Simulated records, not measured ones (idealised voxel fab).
The name of this process module is voxel wiring stack.
cross-section cut | 260 nm wide | cells 5 nm
A cross-section in this document is a grid of square cells, and it is written down as bands, the top band listed before the ones below it; a band is made up of one or more rows of cells. The band entry comprises the height of the band's top followed by the height of its bottom, expressed in nm, and subsequently the band's materials from left to right, each stated together with its width in nm. Where a single material is marked with the word "everywhere", that material fills the band from edge to edge. The word "air" represents empty space. Counting heights begins at 0, where everything beneath is, in the wafer as received, one material. The lowest band has no bottom; it goes on downwards, as "0 and below" shows. Graded width ("30..40"): value in top row of band = first number; value in bottom row = second number; row-to-row change constant. A step reported as "all unchanged" is a step in which no cell of the cross-section changed. Empty spaces without an open route to the top, at least 8 cells in extent, make up the entry "Fully sealed voids"; each is given as width x height at distance, where the distance is measured from the left edge, and all are in nm. Text after the settings on a step's line: the simulator's own remark on that step. Each step line may optionally specify "overlay nm", which for a step with a mask gives the rightward distance between the mask's planned place and where it lay, a negative value indicating the leftward direction.

The following list gives the planned process steps:
- 1: RECEIVE: material Si
- 2: CONFORMAL_DEP: material SiO2, thk nm 15
- 3: CONFORMAL_DEP: material SiN, thk nm 5
- 4: DIRECTIONAL_DEP: material SiO2, thk nm 15
- 5: PATTERN: tone open, mask id METAL_1, material resist, width nm 30, pitch nm 60, thk nm 15, overlay nm 0
- 6: DIRECTIONAL_ETCH: etch materials SiO2, depth nm 15
- 7: DIRECTIONAL_ETCH: etch materials SiN, depth nm 5
- 8: STRIP: etch materials resist
- 9: CONFORMAL_DEP: material TiN, thk nm 5
- 10: FILL_DEP: material W, thk nm 5
- 11: CMP: height nm 35
- 12: EPI: material Ru, thk nm 5
- 13: FILL_DEP: material SiCN, thk nm 5
- 14: DIRECTIONAL_DEP: material lowk, thk nm 30
- 15: DIRECTIONAL_DEP: material aC, thk nm 10
- 16: PATTERN: tone open, mask id METAL_2, material resist, width nm 30, pitch nm 60, thk nm 25, overlay nm 0
- 17: DIRECTIONAL_ETCH: etch materials aC, depth nm 10
- 18: STRIP: etch materials resist
- 19: DIRECTIONAL_ETCH: etch materials lowk, depth nm 20
- 20: STRIP: etch materials aC
- 21: DIRECTIONAL_DEP: material aC, thk nm 15
- 22: PATTERN: tone open, mask id METAL_2_HOLES, material resist, width nm 15, pitch nm 120, thk nm 30, overlay nm 0
- 23: DIRECTIONAL_ETCH: etch materials aC, depth nm 15
- 24: STRIP: etch materials resist
- 25: DIRECTIONAL_ETCH: etch materials lowk, depth nm 10
- 26: DIRECTIONAL_ETCH: etch materials SiCN, depth nm 5
- 27: STRIP: etch materials aC
- 28: CONFORMAL_DEP: material TiN, thk nm 5
- 29: FILL_DEP: material Cu, thk nm 5
- 30: CMP: height nm 75
- 31: CONFORMAL_DEP: material SiCN, thk nm 5
- 32: DIRECTIONAL_DEP: material lowk, thk nm 15
- 33: MASKED_ETCH: tone open, mask id PLUG_2, width nm 15, pitch nm 120, etch materials lowk, depth nm 15, overlay nm 0
- 34: MASKED_ETCH: tone open, mask id PLUG_2, width nm 15, pitch nm 120, etch materials SiCN, depth nm 5, overlay nm 0
- 35: EPI: material Ru, thk nm 10
- 36: EPI: material Ru, thk nm 10
- 37: DIRECTIONAL_DEP: material TiN, thk nm 5
- 38: DIRECTIONAL_DEP: material Ru, thk nm 25
- 39: MASKED_ETCH: tone cover, mask id METAL_3, width nm 30, pitch nm 60, etch materials Ru, depth nm 25, overlay nm 0
- 40: MASKED_ETCH: tone cover, mask id METAL_3, width nm 30, pitch nm 60, etch materials TiN, depth nm 5, overlay nm 0
- 41: CONFORMAL_DEP: material SiN, thk nm 5
- 42: FILL_DEP: material SiO2, thk nm 5
- 43: CMP: height nm 125
- 44: CONFORMAL_DEP: material SiN, thk nm 5

On the first of the two wafers: run conducted according to plan:

Incoming wafer in cross-section (state: after step 1):
  0 and below = Si everywhere
  Fully sealed voids: none

After step 2: wafer cross-section:
  15 down to 0 = SiO2 everywhere
  Below 0 it's all the same as before, nothing changed down there.

After step 3: wafer cross-section:
  20 down to 15 = SiN everywhere
  Below 15 it's all the same as before, nothing changed down there.

After step 4: wafer cross-section:
  35 down to 20 = SiO2 everywhere
  Below 20 it's all the same as before, nothing changed down there.

After step 5: wafer cross-section:
  50 down to 35 = resist=55, then air=30, then resist=30, then air=30, then resist=30, then air=30, then resist=55
  Below 35 it's all the same as before, nothing changed down there.

After step 6: wafer cross-section:
  50 down to 35 = resist=55, then air=30, then resist=30, then air=30, then resist=30, then air=30, then resist=55
  35 down to 20 = SiO2=55, then air=30, then SiO2=30, then air=30, then SiO2=30, then air=30, then SiO2=55
  Below 20 it's all the same as before, nothing changed down there.

After step 7: wafer cross-section:
  50 down to 35 = resist=55, then air=30, then resist=30, then air=30, then resist=30, then air=30, then resist=55
  35 down to 20 = SiO2=55, then air=30, then SiO2=30, then air=30, then SiO2=30, then air=30, then SiO2=55
  20 down to 15 = SiN=55, then air=30, then SiN=30, then air=30, then SiN=30, then air=30, then SiN=55
  Below 15 it's all the same as before, nothing changed down there.

After step 8: wafer cross-section:
  35 down to 20 = SiO2=55, then air=30, then SiO2=30, then air=30, then SiO2=30, then air=30, then SiO2=55
  Below 20 it's all the same as before, nothing changed down there.

After step 9: wafer cross-section:
  40 down to 35 = TiN=60, then air=20, then TiN=40, then air=20, then TiN=40, then air=20, then TiN=60
  35 down to 20 = SiO2=55, then TiN=5, then air=20, then TiN=5, then SiO2=30, then TiN=5, then air=20, then TiN=5, then SiO2=30, then TiN=5, then air=20, then TiN=5, then SiO2=55
  20 down to 15 = SiN=55, then TiN=30, then SiN=30, then TiN=30, then SiN=30, then TiN=30, then SiN=55
  Below 15 it's all the same as before, nothing changed down there.

After step 10: wafer cross-section:
  45 down to 40 = W everywhere
  40 down to 35 = TiN=60, then W=20, then TiN=40, then W=20, then TiN=40, then W=20, then TiN=60
  35 down to 20 = SiO2=55, then TiN=5, then W=20, then TiN=5, then SiO2=30, then TiN=5, then W=20, then TiN=5, then SiO2=30, then TiN=5, then W=20, then TiN=5, then SiO2=55
  Below 20 it's all the same as before, nothing changed down there.

After step 11: wafer cross-section:
  35 down to 20 = SiO2=55, then TiN=5, then W=20, then TiN=5, then SiO2=30, then TiN=5, then W=20, then TiN=5, then SiO2=30, then TiN=5, then W=20, then TiN=5, then SiO2=55
  Below 20 it's all the same as before, nothing changed down there.

After step 12: wafer cross-section:
  40 down to 35 = air=50, then Ru=40, then air=20, then Ru=40, then air=20, then Ru=40, then air=50
  Below 35 it's all the same as before, nothing changed down there.

After step 13: wafer cross-section:
  45 down to 40 = SiCN everywhere
  40 down to 35 = SiCN=50, then Ru=40, then SiCN=20, then Ru=40, then SiCN=20, then Ru=40, then SiCN=50
  Below 35 it's all the same as before, nothing changed down there.

After step 14: wafer cross-section:
  75 down to 45 = lowk everywhere
  Below 45 it's all the same as before, nothing changed down there.

After step 15: wafer cross-section:
  85 down to 75 = aC everywhere
  Below 75 it's all the same as before, nothing changed down there.

After step 16: wafer cross-section:
  110 down to 85 = resist=55, then air=30, then resist=30, then air=30, then resist=30, then air=30, then resist=55
  Below 85 it's all the same as before, nothing changed down there.

After step 17: wafer cross-section:
  100 down to 85 = resist=55, then air=30, then resist=30, then air=30, then resist=30, then air=30, then resist=55
  85 down to 75 = aC=55, then air=30, then aC=30, then air=30, then aC=30, then air=30, then aC=55
  Below 75 it's all the same as before, nothing changed down there.

After step 18: wafer cross-section:
  85 down to 75 = aC=55, then air=30, then aC=30, then air=30, then aC=30, then air=30, then aC=55
  Below 75 it's all the same as before, nothing changed down there.

After step 19: wafer cross-section:
  85 down to 75 = aC=55, then air=30, then aC=30, then air=30, then aC=30, then air=30, then aC=55
  75 down to 55 = lowk=55, then air=30, then lowk=30, then air=30, then lowk=30, then air=30, then lowk=55
  Below 55 it's all the same as before, nothing changed down there.

After step 20: wafer cross-section:
  75 down to 55 = lowk=55, then air=30, then lowk=30, then air=30, then lowk=30, then air=30, then lowk=55
  Below 55 it's all the same as before, nothing changed down there.

After step 21: wafer cross-section:
  90 down to 75 = aC=55, then air=30, then aC=30, then air=30, then aC=30, then air=30, then aC=55
  75 down to 70 = lowk=55, then air=30, then lowk=30, then air=30, then lowk=30, then air=30, then lowk=55
  70 down to 55 = lowk=55, then aC=30, then lowk=30, then aC=30, then lowk=30, then aC=30, then lowk=55
  Below 55 it's all the same as before, nothing changed down there.

After step 22: wafer cross-section:
  120 down to 90 = resist=55, then air=15, then resist=105, then air=15, then resist=70
  90 down to 75 = aC=55, then air=15, then resist=15, then aC=30, then resist=30, then aC=30, then air=15, then resist=15, then aC=55
  75 down to 70 = lowk=55, then air=15, then resist=15, then lowk=30, then resist=30, then lowk=30, then air=15, then resist=15, then lowk=55
  Below 70 it's all the same as before, nothing changed down there.

After step 23: wafer cross-section:
  105 down to 90 = resist=55, then air=15, then resist=105, then air=15, then resist=70
  90 down to 75 = aC=55, then air=15, then resist=15, then aC=30, then resist=30, then aC=30, then air=15, then resist=15, then aC=55
  75 down to 70 = lowk=55, then air=15, then resist=15, then lowk=30, then resist=30, then lowk=30, then air=15, then resist=15, then lowk=55
  70 down to 55 = lowk=55, then air=15, then aC=15, then lowk=30, then aC=30, then lowk=30, then air=15, then aC=15, then lowk=55
  Below 55 it's all the same as before, nothing changed down there.

After step 24: wafer cross-section:
  90 down to 75 = aC=55, then air=30, then aC=30, then air=30, then aC=30, then air=30, then aC=55
  75 down to 70 = lowk=55, then air=30, then lowk=30, then air=30, then lowk=30, then air=30, then lowk=55
  Below 70 it's all the same as before, nothing changed down there.

After step 25: wafer cross-section:
  90 down to 75 = aC=55, then air=30, then aC=30, then air=30, then aC=30, then air=30, then aC=55
  75 down to 70 = lowk=55, then air=30, then lowk=30, then air=30, then lowk=30, then air=30, then lowk=55
  70 down to 55 = lowk=55, then air=15, then aC=15, then lowk=30, then aC=30, then lowk=30, then air=15, then aC=15, then lowk=55
  55 down to 45 = lowk=55, then air=15, then lowk=105, then air=15, then lowk=70
  Below 45 it's all the same as before, nothing changed down there.

After step 26: wafer cross-section:
  90 down to 75 = aC=55, then air=30, then aC=30, then air=30, then aC=30, then air=30, then aC=55
  75 down to 70 = lowk=55, then air=30, then lowk=30, then air=30, then lowk=30, then air=30, then lowk=55
  70 down to 55 = lowk=55, then air=15, then aC=15, then lowk=30, then aC=30, then lowk=30, then air=15, then aC=15, then lowk=55
  55 down to 45 = lowk=55, then air=15, then lowk=105, then air=15, then lowk=70
  45 down to 40 = SiCN=55, then air=15, then SiCN=105, then air=15, then SiCN=70
  Below 40 it's all the same as before, nothing changed down there.

After step 27: wafer cross-section:
  75 down to 55 = lowk=55, then air=30, then lowk=30, then air=30, then lowk=30, then air=30, then lowk=55
  Below 55 it's all the same as before, nothing changed down there.

After step 28: wafer cross-section:
  80 down to 75 = TiN=60, then air=20, then TiN=40, then air=20, then TiN=40, then air=20, then TiN=60
  75 down to 60 = lowk=55, then TiN=5, then air=20, then TiN=5, then lowk=30, then TiN=5, then air=20, then TiN=5, then lowk=30, then TiN=5, then air=20, then TiN=5, then lowk=55
  60 down to 55 = lowk=55, then TiN=5, then air=5, then TiN=20, then lowk=30, then TiN=30, then lowk=30, then TiN=5, then air=5, then TiN=20, then lowk=55
  55 down to 45 = lowk=55, then TiN=5, then air=5, then TiN=5, then lowk=105, then TiN=5, then air=5, then TiN=5, then lowk=70
  45 down to 40 = SiCN=55, then TiN=15, then SiCN=105, then TiN=15, then SiCN=70
  Below 40 it's all the same as before, nothing changed down there.

After step 29: wafer cross-section:
  85 down to 80 = Cu everywhere
  80 down to 75 = TiN=60, then Cu=20, then TiN=40, then Cu=20, then TiN=40, then Cu=20, then TiN=60
  75 down to 60 = lowk=55, then TiN=5, then Cu=20, then TiN=5, then lowk=30, then TiN=5, then Cu=20, then TiN=5, then lowk=30, then TiN=5, then Cu=20, then TiN=5, then lowk=55
  60 down to 55 = lowk=55, then TiN=5, then Cu=5, then TiN=20, then lowk=30, then TiN=30, then lowk=30, then TiN=5, then Cu=5, then TiN=20, then lowk=55
  55 down to 45 = lowk=55, then TiN=5, then Cu=5, then TiN=5, then lowk=105, then TiN=5, then Cu=5, then TiN=5, then lowk=70
  Below 45 it's all the same as before, nothing changed down there.

After step 30: wafer cross-section:
  75 down to 60 = lowk=55, then TiN=5, then Cu=20, then TiN=5, then lowk=30, then TiN=5, then Cu=20, then TiN=5, then lowk=30, then TiN=5, then Cu=20, then TiN=5, then lowk=55
  Below 60 it's all the same as before, nothing changed down there.

After step 31: wafer cross-section:
  80 down to 75 = SiCN everywhere
  Below 75 it's all the same as before, nothing changed down there.

After step 32: wafer cross-section:
  95 down to 80 = lowk everywhere
  Below 80 it's all the same as before, nothing changed down there.

After step 33: wafer cross-section:
  95 down to 80 = lowk=55, then air=15, then lowk=105, then air=15, then lowk=70
  Below 80 it's all the same as before, nothing changed down there.

After step 34: wafer cross-section:
  95 down to 80 = lowk=55, then air=15, then lowk=105, then air=15, then lowk=70
  80 down to 75 = SiCN=55, then air=15, then SiCN=105, then air=15, then SiCN=70
  Below 75 it's all the same as before, nothing changed down there.

After step 35: wafer cross-section:
  95 down to 85 = lowk=55, then air=15, then lowk=105, then air=15, then lowk=70
  85 down to 80 = lowk=55, then Ru=15, then lowk=105, then Ru=15, then lowk=70
  80 down to 75 = SiCN=55, then Ru=15, then SiCN=105, then Ru=15, then SiCN=70
  Below 75 it's all the same as before, nothing changed down there.

After step 36: wafer cross-section:
  95 down to 80 = lowk=55, then Ru=15, then lowk=105, then Ru=15, then lowk=70
  Below 80 it's all the same as before, nothing changed down there.

After step 37: wafer cross-section:
  100 down to 95 = TiN everywhere
  Below 95 it's all the same as before, nothing changed down there.

After step 38: wafer cross-section:
  125 down to 100 = Ru everywhere
  Below 100 it's all the same as before, nothing changed down there.

After step 39: wafer cross-section:
  125 down to 100 = air=55, then Ru=30, then air=30, then Ru=30, then air=30, then Ru=30, then air=55
  Below 100 it's all the same as before, nothing changed down there.

After step 40: wafer cross-section:
  125 down to 100 = air=55, then Ru=30, then air=30, then Ru=30, then air=30, then Ru=30, then air=55
  100 down to 95 = air=55, then TiN=30, then air=30, then TiN=30, then air=30, then TiN=30, then air=55
  Below 95 it's all the same as before, nothing changed down there.

After step 41: wafer cross-section:
  130 down to 125 = air=50, then SiN=40, then air=20, then SiN=40, then air=20, then SiN=40, then air=50
  125 down to 100 = air=50, then SiN=5, then Ru=30, then SiN=5, then air=20, then SiN=5, then Ru=30, then SiN=5, then air=20, then SiN=5, then Ru=30, then SiN=5, then air=50
  100 down to 95 = SiN=55, then TiN=30, then SiN=30, then TiN=30, then SiN=30, then TiN=30, then SiN=55
  Below 95 it's all the same as before, nothing changed down there.

After step 42: wafer cross-section:
  135 down to 130 = SiO2 everywhere
  130 down to 125 = SiO2=50, then SiN=40, then SiO2=20, then SiN=40, then SiO2=20, then SiN=40, then SiO2=50
  125 down to 100 = SiO2=50, then SiN=5, then Ru=30, then SiN=5, then SiO2=20, then SiN=5, then Ru=30, then SiN=5, then SiO2=20, then SiN=5, then Ru=30, then SiN=5, then SiO2=50
  Below 100 it's all the same as before, nothing changed down there.

After step 43: wafer cross-section:
  125 down to 100 = SiO2=50, then SiN=5, then Ru=30, then SiN=5, then SiO2=20, then SiN=5, then Ru=30, then SiN=5, then SiO2=20, then SiN=5, then Ru=30, then SiN=5, then SiO2=50
  Below 100 it's all the same as before, nothing changed down there.

After step 44: wafer cross-section:
  130 down to 125 = SiN everywhere
  Below 125 it's all the same as before, nothing changed down there.

Now the other wafer: same start, same recipe, but we messed up one thing when running it. Up to and including step 21 it's the same as the first one:

Cross-section of the second wafer corresponding to the planned conclusion of step 22:
  120 down to 90 = resist=55, then air=20, then resist=100, then air=20, then resist=65
  90 down to 75 = aC=55, then air=20, then resist=10, then aC=30, then resist=30, then aC=30, then air=20, then resist=10, then aC=55
  75 down to 70 = lowk=55, then air=20, then resist=10, then lowk=30, then resist=30, then lowk=30, then air=20, then resist=10, then lowk=55
  Below 70 it's all the same as before, nothing changed down there.

Cross-section of the second wafer corresponding to the planned conclusion of step 23:
  105 down to 90 = resist=55, then air=20, then resist=100, then air=20, then resist=65
  90 down to 75 = aC=55, then air=20, then resist=10, then aC=30, then resist=30, then aC=30, then air=20, then resist=10, then aC=55
  75 down to 70 = lowk=55, then air=20, then resist=10, then lowk=30, then resist=30, then lowk=30, then air=20, then resist=10, then lowk=55
  70 down to 55 = lowk=55, then air=20, then aC=10, then lowk=30, then aC=30, then lowk=30, then air=20, then aC=10, then lowk=55
  Below 55 it's all the same as before, nothing changed down there.

Cross-section of the second wafer corresponding to the planned conclusion of step 24:
  90 down to 75 = aC=55, then air=30, then aC=30, then air=30, then aC=30, then air=30, then aC=55
  75 down to 70 = lowk=55, then air=30, then lowk=30, then air=30, then lowk=30, then air=30, then lowk=55
  Below 70 it's all the same as before, nothing changed down there.

Cross-section of the second wafer corresponding to the planned conclusion of step 25:
  90 down to 75 = aC=55, then air=30, then aC=30, then air=30, then aC=30, then air=30, then aC=55
  75 down to 70 = lowk=55, then air=30, then lowk=30, then air=30, then lowk=30, then air=30, then lowk=55
  70 down to 55 = lowk=55, then air=20, then aC=10, then lowk=30, then aC=30, then lowk=30, then air=20, then aC=10, then lowk=55
  55 down to 45 = lowk=55, then air=20, then lowk=100, then air=20, then lowk=65
  Below 45 it's all the same as before, nothing changed down there.

Cross-section of the second wafer corresponding to the planned conclusion of step 26:
  90 down to 75 = aC=55, then air=30, then aC=30, then air=30, then aC=30, then air=30, then aC=55
  75 down to 70 = lowk=55, then air=30, then lowk=30, then air=30, then lowk=30, then air=30, then lowk=55
  70 down to 55 = lowk=55, then air=20, then aC=10, then lowk=30, then aC=30, then lowk=30, then air=20, then aC=10, then lowk=55
  55 down to 45 = lowk=55, then air=20, then lowk=100, then air=20, then lowk=65
  45 down to 40 = SiCN=55, then air=20, then SiCN=100, then air=20, then SiCN=65
  Below 40 it's all the same as before, nothing changed down there.

Cross-section of the second wafer corresponding to the planned conclusion of step 27:
  75 down to 55 = lowk=55, then air=30, then lowk=30, then air=30, then lowk=30, then air=30, then lowk=55
  Below 55 it's all the same as before, nothing changed down there.

Cross-section of the second wafer corresponding to the planned conclusion of step 28:
  80 down to 75 = TiN=60, then air=20, then TiN=40, then air=20, then TiN=40, then air=20, then TiN=60
  75 down to 60 = lowk=55, then TiN=5, then air=20, then TiN=5, then lowk=30, then TiN=5, then air=20, then TiN=5, then lowk=30, then TiN=5, then air=20, then TiN=5, then lowk=55
  60 down to 55 = lowk=55, then TiN=5, then air=10, then TiN=15, then lowk=30, then TiN=30, then lowk=30, then TiN=5, then air=10, then TiN=15, then lowk=55
  55 down to 45 = lowk=55, then TiN=5, then air=10, then TiN=5, then lowk=100, then TiN=5, then air=10, then TiN=5, then lowk=65
  45 down to 40 = SiCN=55, then TiN=20, then SiCN=100, then TiN=20, then SiCN=65
  Below 40 it's all the same as before, nothing changed down there.

Cross-section of the second wafer corresponding to the planned conclusion of step 29:
  85 down to 80 = Cu everywhere
  80 down to 75 = TiN=60, then Cu=20, then TiN=40, then Cu=20, then TiN=40, then Cu=20, then TiN=60
  75 down to 60 = lowk=55, then TiN=5, then Cu=20, then TiN=5, then lowk=30, then TiN=5, then Cu=20, then TiN=5, then lowk=30, then TiN=5, then Cu=20, then TiN=5, then lowk=55
  60 down to 55 = lowk=55, then TiN=5, then Cu=10, then TiN=15, then lowk=30, then TiN=30, then lowk=30, then TiN=5, then Cu=10, then TiN=15, then lowk=55
  55 down to 45 = lowk=55, then TiN=5, then Cu=10, then TiN=5, then lowk=100, then TiN=5, then Cu=10, then TiN=5, then lowk=65
  Below 45 it's all the same as before, nothing changed down there.

Cross-section of the second wafer corresponding to the planned conclusion of step 30:
  75 down to 60 = lowk=55, then TiN=5, then Cu=20, then TiN=5, then lowk=30, then TiN=5, then Cu=20, then TiN=5, then lowk=30, then TiN=5, then Cu=20, then TiN=5, then lowk=55
  Below 60 it's all the same as before, nothing changed down there.

Cross-section of the second wafer corresponding to the planned conclusion of step 31:
  80 down to 75 = SiCN everywhere
  Below 75 it's all the same as before, nothing changed down there.

Cross-section of the second wafer corresponding to the planned conclusion of step 32:
  95 down to 80 = lowk everywhere
  Below 80 it's all the same as before, nothing changed down there.

Cross-section of the second wafer corresponding to the planned conclusion of step 33:
  95 down to 80 = lowk=55, then air=15, then lowk=105, then air=15, then lowk=70
  Below 80 it's all the same as before, nothing changed down there.

Cross-section of the second wafer corresponding to the planned conclusion of step 34:
  95 down to 80 = lowk=55, then air=15, then lowk=105, then air=15, then lowk=70
  80 down to 75 = SiCN=55, then air=15, then SiCN=105, then air=15, then SiCN=70
  Below 75 it's all the same as before, nothing changed down there.

Cross-section of the second wafer corresponding to the planned conclusion of step 35:
  95 down to 85 = lowk=55, then air=15, then lowk=105, then air=15, then lowk=70
  85 down to 80 = lowk=55, then Ru=15, then lowk=105, then Ru=15, then lowk=70
  80 down to 75 = SiCN=55, then Ru=15, then SiCN=105, then Ru=15, then SiCN=70
  Below 75 it's all the same as before, nothing changed down there.

Cross-section of the second wafer corresponding to the planned conclusion of step 36:
  95 down to 80 = lowk=55, then Ru=15, then lowk=105, then Ru=15, then lowk=70
  Below 80 it's all the same as before, nothing changed down there.

Cross-section of the second wafer corresponding to the planned conclusion of step 37:
  100 down to 95 = TiN everywhere
  Below 95 it's all the same as before, nothing changed down there.

Cross-section of the second wafer corresponding to the planned conclusion of step 38:
  125 down to 100 = Ru everywhere
  Below 100 it's all the same as before, nothing changed down there.

Cross-section of the second wafer corresponding to the planned conclusion of step 39:
  125 down to 100 = air=55, then Ru=30, then air=30, then Ru=30, then air=30, then Ru=30, then air=55
  Below 100 it's all the same as before, nothing changed down there.

Cross-section of the second wafer corresponding to the planned conclusion of step 40:
  125 down to 100 = air=55, then Ru=30, then air=30, then Ru=30, then air=30, then Ru=30, then air=55
  100 down to 95 = air=55, then TiN=30, then air=30, then TiN=30, then air=30, then TiN=30, then air=55
  Below 95 it's all the same as before, nothing changed down there.

Cross-section of the second wafer corresponding to the planned conclusion of step 41:
  130 down to 125 = air=50, then SiN=40, then air=20, then SiN=40, then air=20, then SiN=40, then air=50
  125 down to 100 = air=50, then SiN=5, then Ru=30, then SiN=5, then air=20, then SiN=5, then Ru=30, then SiN=5, then air=20, then SiN=5, then Ru=30, then SiN=5, then air=50
  100 down to 95 = SiN=55, then TiN=30, then SiN=30, then TiN=30, then SiN=30, then TiN=30, then SiN=55
  Below 95 it's all the same as before, nothing changed down there.

Cross-section of the second wafer corresponding to the planned conclusion of step 42:
  135 down to 130 = SiO2 everywhere
  130 down to 125 = SiO2=50, then SiN=40, then SiO2=20, then SiN=40, then SiO2=20, then SiN=40, then SiO2=50
  125 down to 100 = SiO2=50, then SiN=5, then Ru=30, then SiN=5, then SiO2=20, then SiN=5, then Ru=30, then SiN=5, then SiO2=20, then SiN=5, then Ru=30, then SiN=5, then SiO2=50
  Below 100 it's all the same as before, nothing changed down there.

Cross-section of the second wafer corresponding to the planned conclusion of step 43:
  125 down to 100 = SiO2=50, then SiN=5, then Ru=30, then SiN=5, then SiO2=20, then SiN=5, then Ru=30, then SiN=5, then SiO2=20, then SiN=5, then Ru=30, then SiN=5, then SiO2=50
  Below 100 it's all the same as before, nothing changed down there.

Cross-section of the second wafer corresponding to the planned conclusion of step 44:
  130 down to 125 = SiN everywhere
  Below 125 it's all the same as before, nothing changed down there.
Want to know what went wrong? step 22 did not happen as planned, as run it was PATTERN: tone open, mask id METAL_2_HOLES, material resist, width nm 20, pitch nm 120, thk nm 30, overlay nm 0
FYI, end of process, the second wafer has more or fewer cells of some materials than the first: Cu: 6 more; SiCN: 2 fewer; lowk: 4 fewer
